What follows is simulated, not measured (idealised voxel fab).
The name of this process module is voxel gate over fins.
Cross-section cut: width 140 nm, square cells of 5 nm.
Cross-section, as written here: a square-cell grid given band by band from the top down, where a band holds one or more rows of cells. Heads up on the band format: heights come first, top then bottom, in nm. After that it's the materials left to right, each with its width in nm. A single material flagged "full width" fills the whole band edge to edge, and "blank" means there's empty space there. Basically, 0 is our baseline, since under it the wafer straight out of the box is all one material. The bottom band has no lower end and keeps on going down, so it looks like "from 0 down". Think of "30 to 40" as a width that walks from the first number to the second as you go down the band, top row to bottom row, taking equal-sized steps from row to row. No cell of the cross-section changed in a step that is given as "nothing changed". Entry "Sealed void list". Content: empty spaces with no open connection to the top, size 8 cells or greater. Each: width x height at distance. Distance: from left edge. Unit: nm. If you see something after the settings on a step's line, that's the simulator's own remark about that step. The setting "overlay nm" may be written on the line of a step. When the step uses a mask, the value reports how far to the right of the planned place the mask lay, and a negative value reports that it lay to the left.
## Steps planned for the process
1 RECEIVE, material Si
2 CONFORMAL_DEP, material SiN, thk nm 5
3 PATTERN, tone cover, mask id FINS, material resist, width nm 15, pitch nm 40, thk nm 20, overlay nm 0
4 DIRECTIONAL_ETCH, etch materials SiN, depth nm 5
5 DIRECTIONAL_ETCH, etch materials Si, depth nm 40
6 STRIP, etch materials resist
7 FILL_DEP, material SiO2, thk nm 10
8 CMP, height nm 5
9 SELECTIVE_ETCH, etch materials SiO2, depth nm 20
10 STRIP, etch materials SiN
11 CONFORMAL_DEP, material HfO2, thk nm 5
12 CONFORMAL_DEP, material TiN, thk nm 5
13 CONFORMAL_DEP, material TiAl, thk nm 5
14 CONFORMAL_DEP, material TiN, thk nm 5
15 FILL_DEP, material W, thk nm 10
16 CMP, height nm 25
17 CONFORMAL_DEP, material SiCN, thk nm 5
## Cross-section of the wafer as it came to us, i.e., already through step 1
	from 0 down: Si full width
	Sealed void list: none
## End-of-module XS, first of two wafers, run as planned
	from 30 to 25: SiCN full width
	from 25 to 20: W full width
	from 20 to 15: W=20 | TiN=95 | W=25
	from 15 to 10: W=20 | TiN=5 | TiAl=85 | TiN=5 | W=25
	from 10 to 5: W=20 | TiN=5 | TiAl=5 | TiN=35 | TiAl=5 | TiN=35 | TiAl=5 | TiN=5 | W=25
	from 5 to 0: TiN=25 | TiAl=5 | TiN=5 | HfO2=25 | TiN=5 | TiAl=5 | TiN=5 | HfO2=25 | TiN=5 | TiAl=5 | TiN=30
	from 0 to -5: TiAl=30 | TiN=5 | HfO2=5 | Si=15 | HfO2=5 | TiN=5 | TiAl=5 | TiN=5 | HfO2=5 | Si=15 | HfO2=5 | TiN=5 | TiAl=35
	from -5 to -10: TiN=35 | HfO2=5 | Si=15 | HfO2=5 | TiN=15 | HfO2=5 | Si=15 | HfO2=5 | TiN=40
	from -10 to -15: HfO2=40 | Si=15 | HfO2=25 | Si=15 | HfO2=45
	from -15 to -40: SiO2=40 | Si=15 | SiO2=25 | Si=15 | SiO2=45
	from -40 down: Si full width
	Sealed void list: none
## Second wafer cross-section at end of module - shared start and plan with the first, one mistake in the run
	from 30 to 25: SiCN full width
	from 25 to 20: W full width
	from 20 to 15: W=15 | TiN=105 | W=20
	from 15 to 10: W=15 | TiN=5 | TiAl=95 | TiN=5 | W=20
	from 10 to 5: W=15 | TiN=5 | TiAl=5 | TiN=85 | TiAl=5 | TiN=5 | W=20
	from 5 to 0: TiN=20 | TiAl=5 | TiN=5 | HfO2=35 | TiN=5 | HfO2=35 | TiN=5 | TiAl=5 | TiN=25
	from 0 to -5: TiAl=25 | TiN=5 | HfO2=5 | Si=25 | HfO2=5 | TiN=5 | HfO2=5 | Si=25 | HfO2=5 | TiN=5 | TiAl=30
	from -5 to -10: TiN=30 | HfO2=5 | Si=25 | HfO2=5 | TiN=5 | HfO2=5 | Si=25 | HfO2=5 | TiN=35
	from -10 to -15: HfO2=35 | Si=25 | HfO2=15 | Si=25 | HfO2=40
	from -15 to -40: SiO2=35 | Si=25 | SiO2=15 | Si=25 | SiO2=40
	from -40 down: Si full width
	Sealed void list: none
Where did the run depart from the plan? step 3 was not run as planned; what actually ran was PATTERN, tone cover, mask id FINS, material resist, width nm 25, pitch nm 40, thk nm 20, overlay nm 0
Final comparison by cell count, materials where the second wafer has more or fewer than the first: 32 more of Si | 20 fewer of SiO2 | 3 fewer of TiAl | 3 fewer of TiN | 6 fewer of W
